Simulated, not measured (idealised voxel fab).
process module | voxel wiring stack
cross-section cut | 225 nm wide | cells 5 nm
A cross-section is a grid of square cells, given in bands from the top down. A band is one or more rows of cells.
Each band's line starts with the height of the band's top and of its bottom, in nm. Then come its materials from left to right, each with its width in nm. One material with "throughout" fills the band from edge to edge. "air" is empty space.
Height 0 is the level under which the wafer as received is all one material. The lowest band goes on downwards, as in "0 down".
A width such as "30 to 40" changes by the same amount from each row of cells to the next, from the band's top row to its bottom row.
"no change" after a step means that no cell of the cross-section changed.
closed voids: empty space of 8 cells or more with no open way to the top, each as width x height at its distance from the left edge, in nm
after a step's settings: what the simulator itself notes on the step
overlay nm, on a step with a mask: how far to the right of its planned place the mask lay; to the left if negative
plan
1 op RECEIVE | material Si
2 op CONFORMAL_DEP | material SiO2 | thk nm 15
3 op CONFORMAL_DEP | material SiCN | thk nm 5
4 op DIRECTIONAL_DEP | material SiO2 | thk nm 25
5 op PATTERN | tone open | mask id METAL_1 | material resist | width nm 25 | pitch nm 45 | thk nm 15 | overlay nm 0
6 op DIRECTIONAL_ETCH | etch materials SiO2 | depth nm 25
7 op DIRECTIONAL_ETCH | etch materials SiCN | depth nm 5
8 op STRIP | etch materials resist
9 op CONFORMAL_DEP | material TiN | thk nm 5
10 op FILL_DEP | material W | thk nm 5
11 op CMP | height nm 45
12 op CONFORMAL_DEP | material SiCN | thk nm 5
13 op DIRECTIONAL_DEP | material lowk | thk nm 25
14 op PATTERN | tone open | mask id METAL_2 | material resist | width nm 25 | pitch nm 45 | thk nm 15 | overlay nm 0
15 op DIRECTIONAL_ETCH | etch materials lowk | depth nm 15
16 op STRIP | etch materials resist
17 op PATTERN | tone open | mask id METAL_2_HOLES | material resist | width nm 15 | pitch nm 45 | thk nm 15 | overlay nm 0
18 op DIRECTIONAL_ETCH | etch materials lowk | depth nm 10
19 op DIRECTIONAL_ETCH | etch materials SiCN | depth nm 5
20 op STRIP | etch materials resist
21 op CONFORMAL_DEP | material TiN | thk nm 5
22 op FILL_DEP | material Cu | thk nm 5
23 op CMP | height nm 75
24 op CONFORMAL_DEP | material SiCN | thk nm 5
25 op DIRECTIONAL_DEP | material SiO2 | thk nm 15
26 op PATTERN | tone open | mask id PLUG_2 | material resist | width nm 15 | pitch nm 90 | thk nm 15 | overlay nm 0
27 op DIRECTIONAL_ETCH | etch materials SiO2 | depth nm 15
28 op DIRECTIONAL_ETCH | etch materials SiCN | depth nm 5
29 op STRIP | etch materials resist
30 op CONFORMAL_DEP | material TiN | thk nm 5
31 op FILL_DEP | material Cu | thk nm 5
32 op CMP | height nm 95
33 op DIRECTIONAL_DEP | material TiN | thk nm 5
34 op DIRECTIONAL_DEP | material W | thk nm 20
35 op DIRECTIONAL_DEP | material aC | thk nm 10
36 op PATTERN | tone cover | mask id METAL_3 | material resist | width nm 25 | pitch nm 45 | thk nm 25 | overlay nm 0
37 op DIRECTIONAL_ETCH | etch materials aC | depth nm 10
38 op STRIP | etch materials resist
39 op DIRECTIONAL_ETCH | etch materials W | depth nm 20
40 op DIRECTIONAL_ETCH | etch materials TiN | depth nm 5
41 op STRIP | etch materials aC
42 op CONFORMAL_DEP | material SiCN | thk nm 5
43 op FILL_DEP | material SiO2 | thk nm 10
44 op CMP | height nm 120
45 op CONFORMAL_DEP | material SiCN | thk nm 5
46 op DIRECTIONAL_DEP | material lowk | thk nm 25
47 op PATTERN | tone open | mask id METAL_4 | material resist | width nm 25 | pitch nm 45 | thk nm 15 | overlay nm 0
48 op DIRECTIONAL_ETCH | etch materials lowk | depth nm 15
49 op STRIP | etch materials resist
50 op DIRECTIONAL_DEP | material aC | thk nm 10
51 op PATTERN | tone open | mask id METAL_4_HOLES | material resist | width nm 15 | pitch nm 45 | thk nm 30 | overlay nm 0
52 op DIRECTIONAL_ETCH | etch materials aC | depth nm 10
53 op STRIP | etch materials resist
54 op DIRECTIONAL_ETCH | etch materials lowk | depth nm 10
55 op DIRECTIONAL_ETCH | etch materials SiCN | depth nm 5
56 op STRIP | etch materials aC
57 op CONFORMAL_DEP | material TiN | thk nm 5
58 op FILL_DEP | material Ru | thk nm 10
59 op CMP | height nm 150
60 op CONFORMAL_DEP | material SiCN | thk nm 5
as received, after step 1
  0 down: Si throughout
  closed voids: none
first wafer at the end, as planned
  155 to 150: SiCN throughout
  150 to 140: lowk 30 | TiN 5 | Ru 15 | TiN 5 | lowk 20 | TiN 5 | Ru 15 | TiN 5 | lowk 20 | TiN 5 | Ru 15 | TiN 5 | lowk 20 | TiN 5 | Ru 15 | TiN 5 | lowk 35
  140 to 135: lowk 30 | TiN 5 | Ru 5 | TiN 15 | lowk 20 | TiN 5 | Ru 5 | TiN 15 | lowk 20 | TiN 5 | Ru 5 | TiN 15 | lowk 20 | TiN 5 | Ru 5 | TiN 15 | lowk 35
  135 to 125: lowk 30 | TiN 5 | Ru 5 | TiN 5 | lowk 30 | TiN 5 | Ru 5 | TiN 5 | lowk 30 | TiN 5 | Ru 5 | TiN 5 | lowk 30 | TiN 5 | Ru 5 | TiN 5 | lowk 45
  125 to 120: SiCN 30 | TiN 15 | SiCN 30 | TiN 15 | SiCN 30 | TiN 15 | SiCN 30 | TiN 15 | SiCN 45
  120 to 100: SiO2 25 | SiCN 5 | W 25 | SiCN 5 | SiO2 10 | SiCN 5 | W 25 | SiCN 5 | SiO2 10 | SiCN 5 | W 25 | SiCN 5 | SiO2 10 | SiCN 5 | W 25 | SiCN 5 | SiO2 30
  100 to 95: SiCN 30 | TiN 25 | SiCN 20 | TiN 25 | SiCN 20 | TiN 25 | SiCN 20 | TiN 25 | SiCN 35
  95 to 80: SiO2 30 | TiN 5 | Cu 5 | TiN 5 | SiO2 75 | TiN 5 | Cu 5 | TiN 5 | SiO2 90
  80 to 75: SiCN 30 | TiN 15 | SiCN 75 | TiN 15 | SiCN 90
  75 to 65: lowk 30 | TiN 5 | Cu 15 | TiN 5 | lowk 20 | TiN 5 | Cu 15 | TiN 5 | lowk 20 | TiN 5 | Cu 15 | TiN 5 | lowk 20 | TiN 5 | Cu 15 | TiN 5 | lowk 35
  65 to 60: lowk 30 | TiN 5 | Cu 5 | TiN 15 | lowk 20 | TiN 5 | Cu 5 | TiN 15 | lowk 20 | TiN 5 | Cu 5 | TiN 15 | lowk 20 | TiN 5 | Cu 5 | TiN 15 | lowk 35
  60 to 50: lowk 30 | TiN 5 | Cu 5 | TiN 5 | lowk 30 | TiN 5 | Cu 5 | TiN 5 | lowk 30 | TiN 5 | Cu 5 | TiN 5 | lowk 30 | TiN 5 | Cu 5 | TiN 5 | lowk 45
  50 to 45: SiCN 30 | TiN 15 | SiCN 30 | TiN 15 | SiCN 30 | TiN 15 | SiCN 30 | TiN 15 | SiCN 45
  45 to 20: SiO2 30 | TiN 5 | W 15 | TiN 5 | SiO2 20 | TiN 5 | W 15 | TiN 5 | SiO2 20 | TiN 5 | W 15 | TiN 5 | SiO2 20 | TiN 5 | W 15 | TiN 5 | SiO2 35
  20 to 15: SiCN 30 | TiN 25 | SiCN 20 | TiN 25 | SiCN 20 | TiN 25 | SiCN 20 | TiN 25 | SiCN 35
  15 to 0: SiO2 throughout
  0 down: Si throughout
  closed voids: none
second wafer at the end: like start, like plan, one mistake
  155 to 150: SiCN throughout
  150 to 140: lowk 30 | TiN 5 | Ru 15 | TiN 5 | lowk 20 | TiN 5 | Ru 15 | TiN 5 | lowk 20 | TiN 5 | Ru 15 | TiN 5 | lowk 20 | TiN 5 | Ru 15 | TiN 5 | lowk 35
  140 to 135: lowk 30 | TiN 5 | Ru 5 | TiN 15 | lowk 20 | TiN 5 | Ru 5 | TiN 15 | lowk 20 | TiN 5 | Ru 5 | TiN 15 | lowk 20 | TiN 5 | Ru 5 | TiN 15 | lowk 35
  135 to 125: lowk 30 | TiN 5 | Ru 5 | TiN 5 | lowk 30 | TiN 5 | Ru 5 | TiN 5 | lowk 30 | TiN 5 | Ru 5 | TiN 5 | lowk 30 | TiN 5 | Ru 5 | TiN 5 | lowk 45
  125 to 120: SiCN 30 | TiN 15 | SiCN 30 | TiN 15 | SiCN 30 | TiN 15 | SiCN 30 | TiN 15 | SiCN 45
  120 to 100: SiO2 25 | SiCN 5 | W 25 | SiCN 5 | SiO2 10 | SiCN 5 | W 25 | SiCN 5 | SiO2 10 | SiCN 5 | W 25 | SiCN 5 | SiO2 10 | SiCN 5 | W 25 | SiCN 5 | SiO2 30
  100 to 95: SiCN 30 | TiN 25 | SiCN 20 | TiN 25 | SiCN 20 | TiN 25 | SiCN 20 | TiN 25 | SiCN 35
  95 to 80: SiO2 30 | TiN 5 | Cu 5 | TiN 5 | SiO2 75 | TiN 5 | Cu 5 | TiN 5 | SiO2 90
  80 to 75: SiCN 30 | TiN 15 | SiCN 75 | TiN 15 | SiCN 90
  75 to 65: lowk 30 | TiN 5 | Cu 15 | TiN 5 | lowk 20 | TiN 5 | Cu 15 | TiN 5 | lowk 20 | TiN 5 | Cu 15 | TiN 5 | lowk 20 | TiN 5 | Cu 15 | TiN 5 | lowk 35
  65 to 60: lowk 30 | TiN 5 | Cu 5 | TiN 15 | lowk 20 | TiN 5 | Cu 5 | TiN 15 | lowk 20 | TiN 5 | Cu 5 | TiN 15 | lowk 20 | TiN 5 | Cu 5 | TiN 15 | lowk 35
  60 to 50: lowk 30 | TiN 5 | Cu 5 | TiN 5 | lowk 30 | TiN 5 | Cu 5 | TiN 5 | lowk 30 | TiN 5 | Cu 5 | TiN 5 | lowk 30 | TiN 5 | Cu 5 | TiN 5 | lowk 45
  50 to 45: SiCN 30 | TiN 15 | SiCN 30 | TiN 15 | SiCN 30 | TiN 15 | SiCN 30 | TiN 15 | SiCN 45
  45 to 40: TiN 35 | W 15 | TiN 30 | W 15 | TiN 30 | W 15 | TiN 30 | W 15 | TiN 40
  40 to 20: SiO2 30 | TiN 5 | W 15 | TiN 5 | SiO2 20 | TiN 5 | W 15 | TiN 5 | SiO2 20 | TiN 5 | W 15 | TiN 5 | SiO2 20 | TiN 5 | W 15 | TiN 5 | SiO2 35
  20 to 15: SiO2 30 | TiN 25 | SiO2 20 | TiN 25 | SiO2 20 | TiN 25 | SiO2 20 | TiN 25 | SiO2 35
  15 to 0: SiO2 throughout
  0 down: Si throughout
  closed voids: none
what went wrong: step 3 was left out
at the end the second wafer has, in cells: 25 fewer of SiCN | 25 more of TiN
